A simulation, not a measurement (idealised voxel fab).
voxel self aligned contacts: a process module
Cross-section cut spans 245 nm and uses square cells 5 nm in size.
Square cells in a grid make up a cross-section in this document, and the grid is given as bands, listed from the top down, each one or more rows of cells. First you get the band's top height and its bottom height, in nm, and then the materials it's made of, left to right, with each width in nm. If you see a single material with "everywhere", that one covers the band edge to edge. "air" is empty space. Zero point of the height axis is 0; under it, received wafer = one material. Lowest band: continues down indefinitely, "0 -> down". Top row gets the first number, bottom row gets the second, and each row in between changes by the same step: that is how a band width like "30->40" works. "everything unchanged" (step): cross-section cells unchanged, all of them. Voids not open to the top, 8 cells minimum: see "Unvented internal voids". Written width x height at distance; distance is from the left edge; nm. What comes after the settings on a step's line is commentary from the simulator itself on that step. overlay nm: right-of-plan distance of the mask on a masked step; negative values mean left-of-plan.

Steps in the process plan:
1: RECEIVE [material Si]
2: OXIDIZE [depth nm 5]
3: DIRECTIONAL_DEP [material polySi] [thk nm 20]
4: DIRECTIONAL_DEP [material SiN] [thk nm 20]
5: PATTERN [tone cover] [mask id GATE] [material resist] [width nm 35] [pitch nm 60] [thk nm 20] [overlay nm 0]
6: DIRECTIONAL_ETCH [etch materials SiN] [depth nm 20]
7: DIRECTIONAL_ETCH [etch materials polySi] [depth nm 20]
8: STRIP [etch materials resist]
9: CONFORMAL_DEP [material SiN] [thk nm 5]
10: DIRECTIONAL_ETCH [etch materials SiN] [depth nm 5]
11: FILL_DEP [material SiO2] [thk nm 10]
12: CMP [height nm 45]
13: MASKED_ETCH [tone open] [mask id CONTACT] [width nm 45] [etch materials SiO2] [depth nm 50] [overlay nm 0]
14: CONFORMAL_DEP [material TiN] [thk nm 5]
15: FILL_DEP [material W] [thk nm 10]
16: CMP [height nm 45]
17: CONFORMAL_DEP [material SiN] [thk nm 5]

This is the cross-section of the wafer as we received it, i.e. after step 1:
0 -> down  Si everywhere
Unvented internal voids: none

The first of the two wafers as seen in cross-section once the module was finished; processing followed the plan:
50 -> 45  SiN everywhere
45 -> 40  SiO2: 100; TiN: 20; W: 5; TiN: 20; SiO2: 100
40 -> 20  SiO2: 70; SiN: 45; TiN: 5; W: 5; TiN: 5; SiN: 45; SiO2: 70
20 -> 0  SiO2: 70; SiN: 5; polySi: 35; SiN: 5; TiN: 5; W: 5; TiN: 5; SiN: 5; polySi: 35; SiN: 5; SiO2: 70
0 -> -5  SiO2: 115; TiN: 15; SiO2: 115
-5 -> down  Si everywhere
Unvented internal voids: none

Now the second wafer, cross-sectioned at the end of the module. Nothing different at the start, nothing different in the plan compared with the first, just one mistake when it was actually run:
50 -> 45  SiN everywhere
45 -> 40  SiO2: 100; TiN: 20; W: 5; TiN: 25; SiO2: 95
40 -> 20  SiO2: 70; SiN: 45; TiN: 5; W: 5; TiN: 5; SiN: 45; SiO2: 70
20 -> 0  SiO2: 70; SiN: 5; polySi: 35; SiN: 5; TiN: 5; W: 5; TiN: 5; SiN: 5; polySi: 35; SiN: 5; SiO2: 70
0 -> -5  SiO2: 115; TiN: 15; SiO2: 115
-5 -> down  Si everywhere
Unvented internal voids: none
Diagnosis: step 13 changed vs plan, executed as MASKED_ETCH [tone open] [mask id CONTACT] [width nm 50] [etch materials SiO2] [depth nm 50] [overlay nm 0]
Wrapping up, a cell-based count of both wafers puts the second over or under the first for these materials: SiO2: 1 fewer; TiN: 1 more
